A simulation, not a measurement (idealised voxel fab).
Herein follows the process module entitled voxel spacer lines.
The figure presents cross-section cut, which has a width of 250 nm and is divided into square cells with an edge length of 5 nm.
Notation: cross-section as square-cell grid; stated in bands, top first, going down; one or more cell rows per band.
Band entry format. Leading values: height of top, height of bottom, nm. Remainder: materials in left-to-right order, each with its width in nm. Special words: "all across" on a single material, which then fills the band edge to edge; "air", empty space.
Height 0 is the level under which the wafer as received is all one material. The lowest band goes on downwards, as in "0 down".
Note: "30 to 40" means the width goes from the first number (top row of the band) to the second number (bottom row) in equal steps per row of cells.
Any step labelled "all unchanged" changed none of the cells in the cross-section.
The entry "Closed void listing" lists the empty spaces that cover at least 8 cells and have no open path to the top. Each is written as width x height at distance, where the distance is measured from the left edge and all three values are in nm.
On each step's line, the part that comes after the settings is the simulator's own comment on the step.
overlay nm: mask offset rightward from planned place, masked step; negative means leftward offset.
[Intended process steps]
1 op RECEIVE | material Si
2 op CONFORMAL_DEP | material Al2O3 | thk nm 5
3 op DIRECTIONAL_DEP | material SiN | thk nm 15
4 op DIRECTIONAL_DEP | material aC | thk nm 30
5 op PATTERN | tone cover | mask id MANDREL | material resist | width nm 25 | pitch nm 70 | thk nm 35 | overlay nm 0
6 op DIRECTIONAL_ETCH | etch materials aC | depth nm 30
7 op STRIP | etch materials resist
8 op CONFORMAL_DEP | material SiO2 | thk nm 10
9 op DIRECTIONAL_ETCH | etch materials SiO2 | depth nm 10
10 op STRIP | etch materials aC
11 op DIRECTIONAL_ETCH | etch materials SiN | depth nm 15
12 op STRIP | etch materials SiO2
[Cross-section of the wafer upon arrival, representing the state reached after step 1]
  0 down | Si all across
  Closed void listing: none
[Looking at the first of two wafers in cross-section at end of module - ran to plan]
  20 to 5 | 30 of air, 10 of SiN, 25 of air, 10 of SiN, 25 of air, 10 of SiN, 25 of air, 10 of SiN, 25 of air, 10 of SiN, 25 of air, 10 of SiN, 35 of air
  5 to 0 | Al2O3 all across
  0 down | Si all across
  Closed void listing: none
[Cross-section, wafer two of two, end of module: same start and plan as wafer one, one error in execution]
  20 to 5 | 30 of air, 45 of SiN, 25 of air, 45 of SiN, 25 of air, 45 of SiN, 35 of air
  5 to 0 | Al2O3 all across
  0 down | Si all across
  Closed void listing: none
Want to know what went wrong? note: step 10 <-> step 11, run order reversed vs plan
Final cells, second wafer relative to first, materials higher or lower: 45 more of SiN
